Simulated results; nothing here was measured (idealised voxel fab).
process module | voxel capacitor over wiring
The figure presents cross-section cut, which has a width of 270 nm and is divided into square cells with an edge length of 5 nm.
A cross-section in this document is a grid of square cells, and it is written down as bands, the top band listed before the ones below it; a band is made up of one or more rows of cells. Heights first: top, then bottom, in nm. Then materials, left to right, each with a width in nm. "all across" on a single material: fills the band edge to edge. "blank": empty space. Heights are reckoned from 0. Under this level, the received wafer is all of one material. The bottommost band is open-ended downward, for example "0 -> down". You'd read "30 to 40" like this: the band's top row of cells is as wide as the first number, its bottom row is as wide as the second, and going down, every row changes width by the same amount as the row before did. "remained the same" (step): cross-section cells unchanged, all of them. "Sealed internal voids" - sealed voids, min. 8 cells, no opening to top; format: width x height at distance (distance from left edge; nm throughout). Read whatever lies past the settings on a step's line as the simulator's own remark about the step. Regarding "overlay nm": on a step with a mask, it is the distance the mask lay to the right of its planned place; a negative value places it to the left.
# Listed below are the process steps as planned
1: RECEIVE, material Si
2: CONFORMAL_DEP, material SiO2, thk nm 10
3: CONFORMAL_DEP, material SiN, thk nm 5
4: DIRECTIONAL_DEP, material SiO2, thk nm 20
5: DIRECTIONAL_DEP, material aC, thk nm 10
6: PATTERN, tone open, mask id METAL_1, material resist, width nm 25, pitch nm 90, thk nm 25, overlay nm 0
7: DIRECTIONAL_ETCH, etch materials aC, depth nm 10
8: STRIP, etch materials resist
9: DIRECTIONAL_ETCH, etch materials SiO2, depth nm 20
10: DIRECTIONAL_ETCH, etch materials SiN, depth nm 5
11: STRIP, etch materials aC
12: CONFORMAL_DEP, material TiN, thk nm 5
13: FILL_DEP, material W, thk nm 10
14: CMP, height nm 35
15: CONFORMAL_DEP, material SiCN, thk nm 5
16: DIRECTIONAL_DEP, material lowk, thk nm 15
17: PATTERN, tone open, mask id PLUG_1, material resist, width nm 15, thk nm 15, overlay nm 0
18: DIRECTIONAL_ETCH, etch materials lowk, depth nm 5
19: DIRECTIONAL_ETCH, etch materials SiCN, depth nm 5
20: STRIP, etch materials resist
21: EPI, material Ru, thk nm 10
22: EPI, material Ru, thk nm 10
23: DIRECTIONAL_DEP, material TiN, thk nm 10
24: DIRECTIONAL_DEP, material HfO2, thk nm 5
25: DIRECTIONAL_DEP, material TiN, thk nm 5
26: PATTERN, tone cover, mask id UPPER_PLATE, material resist, width nm 70, thk nm 15, overlay nm 0
27: DIRECTIONAL_ETCH, etch materials TiN, depth nm 5
28: DIRECTIONAL_ETCH, etch materials HfO2, depth nm 5
29: STRIP, etch materials resist
30: MASKED_ETCH, tone cover, mask id LOWER_PLATE, width nm 80, etch materials TiN, depth nm 10, overlay nm 0
31: FILL_DEP, material SiO2, thk nm 20
32: CMP, height nm 90
33: MASKED_ETCH, tone open, mask id PLUG_2, width nm 15, etch materials SiO2, depth nm 15, overlay nm 0
34: CONFORMAL_DEP, material TiN, thk nm 5
35: FILL_DEP, material W, thk nm 5
36: CMP, height nm 90
37: CONFORMAL_DEP, material SiN, thk nm 5
Among the wafers covered here, the point of difference is the depth nm at step 18; their starting state is shared, and the plan presents the value of the first wafer.
# Cross-sectional view of the first of several wafers in the as-received condition, corresponding to the state following step 1
  0 -> down | Si all across
  Sealed internal voids: none
# Cross-section of the first of several wafers, taken after step 37, where the module ends
  95 -> 90 | SiN all across
  90 -> 80 | 95 of SiO2, then 5 of TiN, then 5 of W, then 5 of TiN, then 160 of SiO2
  80 -> 70 | 95 to 100 of SiO2, then 15 to 55 of TiN, then 160 to 115 of SiO2
  70 -> 65 | 85 of SiO2, then 15 of TiN, then 55 of HfO2, then 115 of SiO2
  65 -> 60 | 80 of SiO2, then 5 of TiN, then 15 of HfO2, then 60 of TiN, then 110 of SiO2
  60 -> 55 | 80 of SiO2, then 80 of TiN, then 110 of SiO2
  55 -> 50 | 85 of lowk, then 15 of TiN, then 170 of lowk
  50 -> 40 | lowk all across
  40 -> 35 | SiCN all across
  35 -> 15 | 75 of SiO2, then 5 of TiN, then 15 of W, then 5 of TiN, then 65 of SiO2, then 5 of TiN, then 15 of W, then 5 of TiN, then 80 of SiO2
  15 -> 10 | 75 of SiN, then 25 of TiN, then 65 of SiN, then 25 of TiN, then 80 of SiN
  10 -> 0 | SiO2 all across
  0 -> down | Si all across
  Sealed internal voids: none
# End of module: cross-section, last of several wafers
  95 -> 90 | SiN all across
  90 -> 80 | 95 of SiO2, then 5 of TiN, then 5 of W, then 5 of TiN, then 160 of SiO2
  80 -> 70 | 95 to 85 of SiO2, then 15 to 70 of TiN, then 160 to 115 of SiO2
  70 -> 65 | 85 of SiO2, then 70 of HfO2, then 115 of SiO2
  65 -> 55 | 80 of SiO2, then 80 of TiN, then 110 of SiO2
  55 -> 40 | 85 of lowk, then 15 of Ru, then 170 of lowk
  40 -> 35 | 85 of SiCN, then 15 of Ru, then 170 of SiCN
  35 -> 15 | 75 of SiO2, then 5 of TiN, then 15 of W, then 5 of TiN, then 65 of SiO2, then 5 of TiN, then 15 of W, then 5 of TiN, then 80 of SiO2
  15 -> 10 | 75 of SiN, then 25 of TiN, then 65 of SiN, then 25 of TiN, then 80 of SiN
  10 -> 0 | SiO2 all across
  0 -> down | Si all across
  Sealed internal voids: none
# Below, a row for every wafer. Read it as the end-of-module picture: for each material the wafer shows its cells gained (+) or lost (-) since it was received, and then its closed voids
depth nm 5; +14 HfO2; +54 SiCN; +98 SiN; +596 SiO2; +79 TiN; +26 W; +159 lowk; Sealed internal voids: none
depth nm 10; +14 HfO2; +54 SiCN; +98 SiN; +599 SiO2; +79 TiN; +26 W; +156 lowk; Sealed internal voids: none
depth nm 15; +14 HfO2; +12 Ru; +51 SiCN; +98 SiN; +593 SiO2; +79 TiN; +26 W; +153 lowk; Sealed internal voids: none
depth nm 20; +14 HfO2; +12 Ru; +51 SiCN; +98 SiN; +593 SiO2; +79 TiN; +26 W; +153 lowk; Sealed internal voids: none
depth nm 25; +14 HfO2; +12 Ru; +51 SiCN; +98 SiN; +593 SiO2; +79 TiN; +26 W; +153 lowk; Sealed internal voids: none
depth nm 30; +14 HfO2; +12 Ru; +51 SiCN; +98 SiN; +593 SiO2; +79 TiN; +26 W; +153 lowk; Sealed internal voids: none
